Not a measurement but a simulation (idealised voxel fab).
Process module under the name voxel wiring stack
Square cell edge 5 nm, section width 265 nm, ID cut.
Throughout this document, each cross-section is represented as a grid of square cells and is presented as a sequence of bands enumerated from the top downward, where a band comprises one or more rows of cells. First you get the band's top height and its bottom height, in nm, and then the materials it's made of, left to right, with each width in nm. If you see a single material with "throughout", that one covers the band edge to edge. "air" is empty space. Below 0: as-received wafer, all one material; heights counted from there. Lowest band: no bottom, goes on down, written "z 0 and below". Graded width ("30->40"): value in top row of band = first number; value in bottom row = second number; row-to-row change constant. "nothing got changed" (step): cross-section cells unchanged, all of them. Closed empty spaces (no open way to the top) of 8 cells or more are what "Encapsulated voids" lists, each as width x height at distance from the left edge, nm for all three. If you see something after the settings on a step's line, that's the simulator's own remark about that step. The optional step-line setting "overlay nm" applies to steps with a mask and quantifies how far to the right of its planned location the mask lay, a negative value indicating leftward placement.

The steps planned for the process are as follows:
1 RECEIVE: material Si
2 CONFORMAL_DEP: material SiO2, thk nm 15
3 DIRECTIONAL_DEP: material TiN, thk nm 5
4 DIRECTIONAL_DEP: material Ru, thk nm 25
5 MASKED_ETCH: tone cover, mask id METAL_1, width nm 25, pitch nm 45, etch materials Ru, depth nm 25, overlay nm 0
6 MASKED_ETCH: tone cover, mask id METAL_1, width nm 25, pitch nm 45, etch materials TiN, depth nm 5, overlay nm 0
7 CONFORMAL_DEP: material SiN, thk nm 5
8 FILL_DEP: material SiO2, thk nm 5
9 CMP: height nm 45
10 CONFORMAL_DEP: material SiCN, thk nm 5
11 DIRECTIONAL_DEP: material lowk, thk nm 30
12 MASKED_ETCH: tone open, mask id METAL_2, width nm 25, pitch nm 45, etch materials lowk, depth nm 15, overlay nm 0
13 DIRECTIONAL_DEP: material aC, thk nm 10
14 PATTERN: tone open, mask id METAL_2_HOLES, material resist, width nm 15, pitch nm 45, thk nm 30, overlay nm 0
15 DIRECTIONAL_ETCH: etch materials aC, depth nm 10
16 STRIP: etch materials resist
17 DIRECTIONAL_ETCH: etch materials lowk, depth nm 15
18 DIRECTIONAL_ETCH: etch materials SiCN, depth nm 5
19 STRIP: etch materials aC
20 CONFORMAL_DEP: material TiN, thk nm 5
21 FILL_DEP: material Cu, thk nm 5
22 CMP: height nm 80
23 CONFORMAL_DEP: material SiCN, thk nm 5
24 DIRECTIONAL_DEP: material SiO2, thk nm 25
25 MASKED_ETCH: tone open, mask id METAL_3_HOLES, width nm 15, pitch nm 45, etch materials SiO2, depth nm 25, overlay nm 0
26 DIRECTIONAL_DEP: material aC, thk nm 15
27 PATTERN: tone open, mask id METAL_3, material resist, width nm 25, pitch nm 45, thk nm 35, overlay nm 0
28 DIRECTIONAL_ETCH: etch materials aC, depth nm 15
29 STRIP: etch materials resist
30 DIRECTIONAL_ETCH: etch materials SiO2, depth nm 15
31 DIRECTIONAL_ETCH: etch materials SiCN, depth nm 5
32 STRIP: etch materials aC
33 CONFORMAL_DEP: material TiN, thk nm 5
34 FILL_DEP: material Cu, thk nm 5
35 CMP: height nm 110
36 CONFORMAL_DEP: material SiCN, thk nm 5
37 DIRECTIONAL_DEP: material lowk, thk nm 30
38 MASKED_ETCH: tone open, mask id METAL_4, width nm 25, pitch nm 45, etch materials lowk, depth nm 20, overlay nm 0
39 PATTERN: tone open, mask id METAL_4_HOLES, material resist, width nm 15, pitch nm 45, thk nm 15, overlay nm -15
40 DIRECTIONAL_ETCH: etch materials lowk, depth nm 10
41 DIRECTIONAL_ETCH: etch materials SiCN, depth nm 5
42 STRIP: etch materials resist
43 CONFORMAL_DEP: material TiN, thk nm 5
44 FILL_DEP: material Cu, thk nm 10
45 CMP: height nm 145
46 CONFORMAL_DEP: material SiN, thk nm 5
The plan shows the overlay nm of step 39 as the first wafer had it; this setting differs between the wafers, which start out alike.

First wafer as received, after step 1:
z 0 and below = Si throughout
Encapsulated voids: none

Quick look at the cross-section of the first of several wafers after step 46, which wraps up the module:
z 150 to 145 = SiN throughout
z 145 to 135 = 60 nm lowk, 5->20 nm TiN, 30->15 nm Cu, 5 nm TiN, 5 nm lowk, 5->20 nm TiN, 30->15 nm Cu, 5 nm TiN, 5 nm lowk, 5->20 nm TiN, 30->15 nm Cu, 5 nm TiN, 75 nm lowk
z 135 to 130 = 75 nm lowk, 5 nm TiN, 15 nm Cu, 5 nm TiN, 20 nm lowk, 5 nm TiN, 15 nm Cu, 5 nm TiN, 20 nm lowk, 5 nm TiN, 15 nm Cu, 5 nm TiN, 75 nm lowk
z 130 to 125 = 75 nm lowk, 25 nm TiN, 20 nm lowk, 25 nm TiN, 20 nm lowk, 25 nm TiN, 75 nm lowk
z 125 to 115 = lowk throughout
z 115 to 110 = SiCN throughout
z 110 to 100 = 75 nm SiO2, 5 nm TiN, 15 nm Cu, 5 nm TiN, 20 nm SiO2, 5 nm TiN, 15 nm Cu, 5 nm TiN, 20 nm SiO2, 5 nm TiN, 15 nm Cu, 5 nm TiN, 75 nm SiO2
z 100 to 95 = 75 nm SiO2, 5 nm TiN, 5 nm Cu, 15 nm TiN, 20 nm SiO2, 5 nm TiN, 5 nm Cu, 15 nm TiN, 20 nm SiO2, 5 nm TiN, 5 nm Cu, 15 nm TiN, 75 nm SiO2
z 95 to 85 = 75 nm SiO2, 5 nm TiN, 5 nm Cu, 5 nm TiN, 30 nm SiO2, 5 nm TiN, 5 nm Cu, 5 nm TiN, 30 nm SiO2, 5 nm TiN, 5 nm Cu, 5 nm TiN, 85 nm SiO2
z 85 to 80 = 75 nm SiCN, 15 nm TiN, 30 nm SiCN, 15 nm TiN, 30 nm SiCN, 15 nm TiN, 85 nm SiCN
z 80 to 70 = 75 nm lowk, 5 nm TiN, 15 nm Cu, 5 nm TiN, 20 nm lowk, 5 nm TiN, 15 nm Cu, 5 nm TiN, 20 nm lowk, 5 nm TiN, 15 nm Cu, 5 nm TiN, 75 nm lowk
z 70 to 65 = 75 nm lowk, 5 nm TiN, 5 nm Cu, 15 nm TiN, 20 nm lowk, 5 nm TiN, 5 nm Cu, 15 nm TiN, 20 nm lowk, 5 nm TiN, 5 nm Cu, 15 nm TiN, 75 nm lowk
z 65 to 50 = 75 nm lowk, 5 nm TiN, 5 nm Cu, 5 nm TiN, 30 nm lowk, 5 nm TiN, 5 nm Cu, 5 nm TiN, 30 nm lowk, 5 nm TiN, 5 nm Cu, 5 nm TiN, 85 nm lowk
z 50 to 45 = 75 nm SiCN, 15 nm TiN, 30 nm SiCN, 15 nm TiN, 30 nm SiCN, 15 nm TiN, 85 nm SiCN
z 45 to 20 = 70 nm SiO2, 5 nm SiN, 25 nm Ru, 5 nm SiN, 10 nm SiO2, 5 nm SiN, 25 nm Ru, 5 nm SiN, 10 nm SiO2, 5 nm SiN, 25 nm Ru, 5 nm SiN, 70 nm SiO2
z 20 to 15 = 75 nm SiN, 25 nm TiN, 20 nm SiN, 25 nm TiN, 20 nm SiN, 25 nm TiN, 75 nm SiN
z 15 to 0 = SiO2 throughout
z 0 and below = Si throughout
Encapsulated voids: none

Module end, final wafer: cross-section:
z 150 to 145 = SiN throughout
z 145 to 135 = 75 nm lowk, 5 nm TiN, 20->15 nm Cu, 5->10 nm TiN, 15 nm lowk, 5 nm TiN, 20->15 nm Cu, 5->10 nm TiN, 15 nm lowk, 5 nm TiN, 20->15 nm Cu, 5->10 nm TiN, 70 nm lowk
z 135 to 130 = 75 nm lowk, 5 nm TiN, 15 nm Cu, 5 nm TiN, 20 nm lowk, 5 nm TiN, 15 nm Cu, 5 nm TiN, 20 nm lowk, 5 nm TiN, 15 nm Cu, 5 nm TiN, 75 nm lowk
z 130 to 125 = 75 nm lowk, 25 nm TiN, 20 nm lowk, 25 nm TiN, 20 nm lowk, 25 nm TiN, 75 nm lowk
z 125 to 115 = 90 nm lowk, 10 nm TiN, 35 nm lowk, 10 nm TiN, 35 nm lowk, 10 nm TiN, 75 nm lowk
z 115 to 110 = 90 nm SiCN, 10 nm TiN, 35 nm SiCN, 10 nm TiN, 35 nm SiCN, 10 nm TiN, 75 nm SiCN
z 110 to 100 = 75 nm SiO2, 5 nm TiN, 15 nm Cu, 5 nm TiN, 20 nm SiO2, 5 nm TiN, 15 nm Cu, 5 nm TiN, 20 nm SiO2, 5 nm TiN, 15 nm Cu, 5 nm TiN, 75 nm SiO2
z 100 to 95 = 75 nm SiO2, 5 nm TiN, 5 nm Cu, 15 nm TiN, 20 nm SiO2, 5 nm TiN, 5 nm Cu, 15 nm TiN, 20 nm SiO2, 5 nm TiN, 5 nm Cu, 15 nm TiN, 75 nm SiO2
z 95 to 85 = 75 nm SiO2, 5 nm TiN, 5 nm Cu, 5 nm TiN, 30 nm SiO2, 5 nm TiN, 5 nm Cu, 5 nm TiN, 30 nm SiO2, 5 nm TiN, 5 nm Cu, 5 nm TiN, 85 nm SiO2
z 85 to 80 = 75 nm SiCN, 15 nm TiN, 30 nm SiCN, 15 nm TiN, 30 nm SiCN, 15 nm TiN, 85 nm SiCN
z 80 to 70 = 75 nm lowk, 5 nm TiN, 15 nm Cu, 5 nm TiN, 20 nm lowk, 5 nm TiN, 15 nm Cu, 5 nm TiN, 20 nm lowk, 5 nm TiN, 15 nm Cu, 5 nm TiN, 75 nm lowk
z 70 to 65 = 75 nm lowk, 5 nm TiN, 5 nm Cu, 15 nm TiN, 20 nm lowk, 5 nm TiN, 5 nm Cu, 15 nm TiN, 20 nm lowk, 5 nm TiN, 5 nm Cu, 15 nm TiN, 75 nm lowk
z 65 to 50 = 75 nm lowk, 5 nm TiN, 5 nm Cu, 5 nm TiN, 30 nm lowk, 5 nm TiN, 5 nm Cu, 5 nm TiN, 30 nm lowk, 5 nm TiN, 5 nm Cu, 5 nm TiN, 85 nm lowk
z 50 to 45 = 75 nm SiCN, 15 nm TiN, 30 nm SiCN, 15 nm TiN, 30 nm SiCN, 15 nm TiN, 85 nm SiCN
z 45 to 20 = 70 nm SiO2, 5 nm SiN, 25 nm Ru, 5 nm SiN, 10 nm SiO2, 5 nm SiN, 25 nm Ru, 5 nm SiN, 10 nm SiO2, 5 nm SiN, 25 nm Ru, 5 nm SiN, 70 nm SiO2
z 20 to 15 = 75 nm SiN, 25 nm TiN, 20 nm SiN, 25 nm TiN, 20 nm SiN, 25 nm TiN, 75 nm SiN
z 15 to 0 = SiO2 throughout
z 0 and below = Si throughout
Encapsulated voids: none

Gained (+) or lost (-) cells of each material since receipt, then closed voids: one row per wafer, at the end of the module:
overlay nm -15; +93 Cu; +75 Ru; +141 SiCN; +121 SiN; +521 SiO2; +153 TiN; +486 lowk; Encapsulated voids: none
overlay nm -10; +90 Cu; +75 Ru; +138 SiCN; +121 SiN; +521 SiO2; +159 TiN; +486 lowk; Encapsulated voids: none
overlay nm -5; +87 Cu; +75 Ru; +135 SiCN; +121 SiN; +521 SiO2; +165 TiN; +486 lowk; Encapsulated voids: none
overlay nm 0; +93 Cu; +75 Ru; +132 SiCN; +121 SiN; +521 SiO2; +162 TiN; +486 lowk; Encapsulated voids: none
overlay nm 5; +93 Cu; +75 Ru; +132 SiCN; +121 SiN; +521 SiO2; +162 TiN; +486 lowk; Encapsulated voids: none
overlay nm 10; +93 Cu; +75 Ru; +132 SiCN; +121 SiN; +521 SiO2; +162 TiN; +486 lowk; Encapsulated voids: none
overlay nm 15; +87 Cu; +75 Ru; +135 SiCN; +121 SiN; +521 SiO2; +165 TiN; +486 lowk; Encapsulated voids: none
